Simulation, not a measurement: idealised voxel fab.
process module | voxel self aligned vias
cross-section cut | 235 nm wide | cells 5 nm
A cross-section is a grid of square cells, given in bands from the top down. A band is one or more rows of cells.
Each band's line starts with the height of the band's top and of its bottom, in nm. Then come its materials from left to right, each with its width in nm. One material with "throughout" fills the band from edge to edge. "air" is empty space.
Height 0 is the level under which the wafer as received is all one material. The lowest band goes on downwards, as in "0 down".
A width such as "30 to 40" changes by the same amount from each row of cells to the next, from the band's top row to its bottom row.
"no change" after a step means that no cell of the cross-section changed.
closed voids: empty space of 8 cells or more with no open way to the top, each as width x height at its distance from the left edge, in nm
after a step's settings: what the simulator itself notes on the step
overlay nm, on a step with a mask: how far to the right of its planned place the mask lay; to the left if negative
plan
1 op RECEIVE | material Si
2 op CONFORMAL_DEP | material SiO2 | thk nm 15
3 op CONFORMAL_DEP | material SiCN | thk nm 5
4 op DIRECTIONAL_DEP | material SiO2 | thk nm 30
5 op DIRECTIONAL_DEP | material aC | thk nm 15
6 op PATTERN | tone open | mask id LINES | material resist | width nm 25 | pitch nm 60 | thk nm 30 | overlay nm 0
7 op DIRECTIONAL_ETCH | etch materials aC | depth nm 15
8 op STRIP | etch materials resist
9 op DIRECTIONAL_ETCH | etch materials SiO2 | depth nm 30
10 op STRIP | etch materials aC
11 op CONFORMAL_DEP | material TiN | thk nm 5
12 op FILL_DEP | material W | thk nm 10
13 op CMP | height nm 50
14 op SELECTIVE_ETCH | etch materials W Ru TiN | depth nm 10
15 op FILL_DEP | material SiN | thk nm 10
16 op CMP | height nm 50
17 op DIRECTIONAL_DEP | material SiO2 | thk nm 15
18 op MASKED_ETCH | tone open | mask id VIAS | width nm 45 | etch materials SiO2 | depth nm 15 | overlay nm 0
19 op MASKED_ETCH | tone open | mask id VIAS | width nm 45 | etch materials SiN | depth nm 10 | overlay nm 0
20 op CONFORMAL_DEP | material TiN | thk nm 5
21 op FILL_DEP | material Ru | thk nm 5
22 op CMP | height nm 65
23 op CONFORMAL_DEP | material SiN | thk nm 5
as received, after step 1
  0 down: Si throughout
  closed voids: none
first wafer at the end, as planned
  70 to 65: SiN throughout
  65 to 55: SiO2 65 | TiN 5 | Ru 35 | TiN 5 | SiO2 125
  55 to 50: SiO2 65 | TiN 15 | Ru 15 | TiN 15 | SiO2 125
  50 to 45: SiO2 75 | TiN 5 | Ru 15 | TiN 5 | SiO2 35 | SiN 25 | SiO2 75
  45 to 40: SiO2 75 | TiN 25 | SiO2 35 | SiN 25 | SiO2 75
  40 to 25: SiO2 75 | TiN 5 | W 15 | TiN 5 | SiO2 35 | TiN 5 | W 15 | TiN 5 | SiO2 75
  25 to 20: SiO2 75 | TiN 25 | SiO2 35 | TiN 25 | SiO2 75
  20 to 15: SiCN throughout
  15 to 0: SiO2 throughout
  0 down: Si throughout
  closed voids: none
second wafer at the end: like start, like plan, one mistake
  70 to 65: SiN throughout
  65 to 55: SiO2 65 | TiN 5 | Ru 35 | TiN 5 | SiO2 125
  55 to 50: SiO2 65 | TiN 15 | Ru 15 | TiN 15 | SiO2 125
  50 to 45: SiO2 75 | TiN 5 | Ru 15 | TiN 5 | SiO2 35 | SiN 25 | SiO2 75
  45 to 40: SiO2 75 | TiN 25 | SiO2 35 | SiN 25 | SiO2 75
  40 to 25: SiO2 75 | TiN 5 | W 15 | TiN 5 | SiO2 35 | TiN 5 | W 15 | TiN 5 | SiO2 75
  25 to 20: SiO2 75 | TiN 25 | SiO2 35 | TiN 25 | SiO2 75
  20 to 5: SiO2 throughout
  5 to 0: SiCN throughout
  0 down: Si throughout
  closed voids: none
what went wrong: steps 2 and 3 were swapped
at the end the second wafer has, in cells: as many of each material as the first, in other places
